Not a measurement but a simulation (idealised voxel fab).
The process module presented herein is designated voxel spacer lines.
We display cut, a cross-section 295 nm in width whose square cells are each 5 nm.
Bands, listed from the top down, are how a cross-section gets written in this document; the cross-section itself is a grid of square cells, and a band is one or more rows of them.
The entry gives the band's vertical extent as a top height and a bottom height in nm, then its horizontal make-up as materials from left to right, each with a width in nm. "air" stands for empty space; a single material marked "throughout" fills the band edge to edge.
Convention: height 0 is the level below which the wafer, as received, is all one material. The lowest band does not terminate at the bottom but continues downward, represented as "0 and below".
Note: "30 to 40" means the width goes from the first number (top row of the band) to the second number (bottom row) in equal steps per row of cells.
Where a step carries "left unchanged", the cross-section came out of it unchanged, cell for cell.
"Enclosed voids": sealed empty spaces, 8 cells or more, no open way to top, listed width x height at distance, with distance from the left edge and width, height and distance in nm.
On a step's line, text after the settings is the simulator commenting on that step.
overlay nm: where the mask lay relative to plan, measured to the right, on steps with a mask; negatives go left.

# List of planned process steps
1,RECEIVE, material Si
2,CONFORMAL_DEP, material Al2O3, thk nm 10
3,DIRECTIONAL_DEP, material SiN, thk nm 20
4,DIRECTIONAL_DEP, material aC, thk nm 30
5,PATTERN, tone cover, mask id MANDREL, material resist, width nm 15, pitch nm 60, thk nm 40, overlay nm 0
6,DIRECTIONAL_ETCH, etch materials aC, depth nm 30
7,STRIP, etch materials resist
8,CONFORMAL_DEP, material SiO2, thk nm 15
9,DIRECTIONAL_ETCH, etch materials SiO2, depth nm 15
10,STRIP, etch materials aC
11,DIRECTIONAL_ETCH, etch materials SiN, depth nm 20
12,STRIP, etch materials SiO2
13,FILL_DEP, material SiO2, thk nm 10
14,CMP, height nm 30

# Account of the first of two wafers, which was processed as intended

# Cross-section of the wafer as it came to us, i.e., already through step 1
    0 and below: Si throughout
    Enclosed voids: none

# Step 2 complete: cross-section through the wafer
    10 down to 0: Al2O3 throughout
    Under 0: no change, same as before.

# Step 3 complete: cross-section through the wafer
    30 down to 10: SiN throughout
    Under 10: no change, same as before.

# Step 4 complete: cross-section through the wafer
    60 down to 30: aC throughout
    Under 30: no change, same as before.

# Step 5 complete: cross-section through the wafer
    100 down to 60: air=80  resist=15  air=45  resist=15  air=45  resist=15  air=80
    Under 60: no change, same as before.

# Step 6 complete: cross-section through the wafer
    70 down to 60: air=80  resist=15  air=45  resist=15  air=45  resist=15  air=80
    60 down to 30: air=80  aC=15  air=45  aC=15  air=45  aC=15  air=80
    Under 30: no change, same as before.

# Step 7 complete: cross-section through the wafer
    60 down to 30: air=80  aC=15  air=45  aC=15  air=45  aC=15  air=80
    Under 30: no change, same as before.

# Step 8 complete: cross-section through the wafer
    75 down to 60: air=65  SiO2=45  air=15  SiO2=45  air=15  SiO2=45  air=65
    60 down to 45: air=65  SiO2=15  aC=15  SiO2=15  air=15  SiO2=15  aC=15  SiO2=15  air=15  SiO2=15  aC=15  SiO2=15  air=65
    45 down to 30: SiO2=80  aC=15  SiO2=45  aC=15  SiO2=45  aC=15  SiO2=80
    Under 30: no change, same as before.

# Step 9 complete: cross-section through the wafer
    60 down to 30: air=65  SiO2=15  aC=15  SiO2=15  air=15  SiO2=15  aC=15  SiO2=15  air=15  SiO2=15  aC=15  SiO2=15  air=65
    Under 30: no change, same as before.

# Step 10 complete: cross-section through the wafer
    60 down to 30: air=65  SiO2=15  air=15  SiO2=15  air=15  SiO2=15  air=15  SiO2=15  air=15  SiO2=15  air=15  SiO2=15  air=65
    Under 30: no change, same as before.

# Step 11 complete: cross-section through the wafer
    60 down to 30: air=65  SiO2=15  air=15  SiO2=15  air=15  SiO2=15  air=15  SiO2=15  air=15  SiO2=15  air=15  SiO2=15  air=65
    30 down to 10: air=65  SiN=15  air=15  SiN=15  air=15  SiN=15  air=15  SiN=15  air=15  SiN=15  air=15  SiN=15  air=65
    Under 10: no change, same as before.

# Step 12 complete: cross-section through the wafer
    30 down to 10: air=65  SiN=15  air=15  SiN=15  air=15  SiN=15  air=15  SiN=15  air=15  SiN=15  air=15  SiN=15  air=65
    Under 10: no change, same as before.

# Step 13 complete: cross-section through the wafer
    40 down to 30: SiO2 throughout
    30 down to 10: SiO2=65  SiN=15  SiO2=15  SiN=15  SiO2=15  SiN=15  SiO2=15  SiN=15  SiO2=15  SiN=15  SiO2=15  SiN=15  SiO2=65
    Under 10: no change, same as before.

# Step 14 complete: cross-section through the wafer
    30 down to 10: SiO2=65  SiN=15  SiO2=15  SiN=15  SiO2=15  SiN=15  SiO2=15  SiN=15  SiO2=15  SiN=15  SiO2=15  SiN=15  SiO2=65
    Under 10: no change, same as before.

# For the second wafer, take the first wafer's start and plan, then add one mistake made in running it; everything through step 13, that step included, is shared with the first

# Cross-section, second wafer, at the end time the plan gives for step 14
    20 down to 10: SiO2=65  SiN=15  SiO2=15  SiN=15  SiO2=15  SiN=15  SiO2=15  SiN=15  SiO2=15  SiN=15  SiO2=15  SiN=15  SiO2=65
    Under 10: no change, same as before.
The plan and the run diverged here: step 14 did not happen as planned, as run it was CMP, height nm 20
End of process, cell counts, second wafer against first, materials with more or fewer: SiN -36; SiO2 -82
